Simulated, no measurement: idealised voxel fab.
process module | voxel self aligned vias
cross-section cut | 280 nm wide | cells 5 nm
A cross-section is a grid of square cells, given in bands from the top down. A band is one or more rows of cells.
Each band's line starts with the height of the band's top and of its bottom, in nm. Then come its materials from left to right, each with its width in nm. One material with "throughout" fills the band from edge to edge. "air" is empty space.
Height 0 is the level under which the wafer as received is all one material. The lowest band goes on downwards, as in "0 down".
A width such as "30 to 40" changes by the same amount from each row of cells to the next, from the band's top row to its bottom row.
"no change" after a step means that no cell of the cross-section changed.
closed voids: empty space of 8 cells or more with no open way to the top, each as width x height at its distance from the left edge, in nm
after a step's settings: what the simulator itself notes on the step
overlay nm, on a step with a mask: how far to the right of its planned place the mask lay; to the left if negative
plan
1 op RECEIVE | material Si
2 op CONFORMAL_DEP | material SiO2 | thk nm 15
3 op CONFORMAL_DEP | material SiCN | thk nm 5
4 op DIRECTIONAL_DEP | material SiO2 | thk nm 20
5 op MASKED_ETCH | tone open | mask id LINES | width nm 20 | pitch nm 45 | etch materials SiO2 | depth nm 20 | overlay nm 0
6 op CONFORMAL_DEP | material TiN | thk nm 5
7 op FILL_DEP | material W | thk nm 5
8 op CMP | height nm 40
9 op SELECTIVE_ETCH | etch materials W Ru TiN | depth nm 5
10 op FILL_DEP | material SiN | thk nm 10
11 op CMP | height nm 40
12 op DIRECTIONAL_DEP | material SiO2 | thk nm 15
13 op DIRECTIONAL_DEP | material aC | thk nm 10
14 op PATTERN | tone open | mask id VIAS | material resist | width nm 20 | pitch nm 45 | thk nm 25 | overlay nm 0
15 op DIRECTIONAL_ETCH | etch materials aC | depth nm 10
16 op STRIP | etch materials resist
17 op DIRECTIONAL_ETCH | etch materials SiO2 | depth nm 15
18 op DIRECTIONAL_ETCH | etch materials SiN | depth nm 5
19 op STRIP | etch materials aC
20 op CONFORMAL_DEP | material TiN | thk nm 5
21 op FILL_DEP | material W | thk nm 5
22 op CMP | height nm 55
23 op CONFORMAL_DEP | material SiCN | thk nm 5
varied across the wafers: width nm of step 14. The plan shows the first wafer's value. All wafers start alike
first wafer as received, after step 1
  0 down: Si throughout
  closed voids: none
first wafer at the end, after step 23
  60 to 55: SiCN throughout
  55 to 40: SiO2 85 | TiN 5 | W 10 | TiN 5 | SiO2 25 | TiN 5 | W 10 | TiN 5 | SiO2 25 | TiN 5 | W 10 | TiN 5 | SiO2 85
  40 to 35: SiO2 85 | TiN 20 | SiO2 25 | TiN 20 | SiO2 25 | TiN 20 | SiO2 85
  35 to 25: SiO2 85 | TiN 5 | W 10 | TiN 5 | SiO2 25 | TiN 5 | W 10 | TiN 5 | SiO2 25 | TiN 5 | W 10 | TiN 5 | SiO2 85
  25 to 20: SiO2 85 | TiN 20 | SiO2 25 | TiN 20 | SiO2 25 | TiN 20 | SiO2 85
  20 to 15: SiCN throughout
  15 to 0: SiO2 throughout
  0 down: Si throughout
  closed voids: none
last wafer at the end
  60 to 55: SiCN throughout
  55 to 45: SiO2 80 | TiN 5 | W 20 | TiN 5 | SiO2 15 | TiN 5 | W 20 | TiN 5 | SiO2 15 | TiN 5 | W 20 | TiN 5 | SiO2 80
  45 to 40: SiO2 80 | TiN 10 | W 10 | TiN 10 | SiO2 15 | TiN 10 | W 10 | TiN 10 | SiO2 15 | TiN 10 | W 10 | TiN 10 | SiO2 80
  40 to 35: SiO2 85 | TiN 20 | SiO2 25 | TiN 20 | SiO2 25 | TiN 20 | SiO2 85
  35 to 25: SiO2 85 | TiN 5 | W 10 | TiN 5 | SiO2 25 | TiN 5 | W 10 | TiN 5 | SiO2 25 | TiN 5 | W 10 | TiN 5 | SiO2 85
  25 to 20: SiO2 85 | TiN 20 | SiO2 25 | TiN 20 | SiO2 25 | TiN 20 | SiO2 85
  20 to 15: SiCN throughout
  15 to 0: SiO2 throughout
  0 down: Si throughout
  closed voids: none
each wafer at the end: cells of each material gained (+) or lost (-) since it was received, then its closed voids
width nm 20 | +112 SiCN | +476 SiO2 | +54 TiN | +30 W | closed voids: none
width nm 25 | +112 SiCN | +467 SiO2 | +57 TiN | +36 W | closed voids: none
width nm 30 | +112 SiCN | +458 SiO2 | +60 TiN | +42 W | closed voids: none
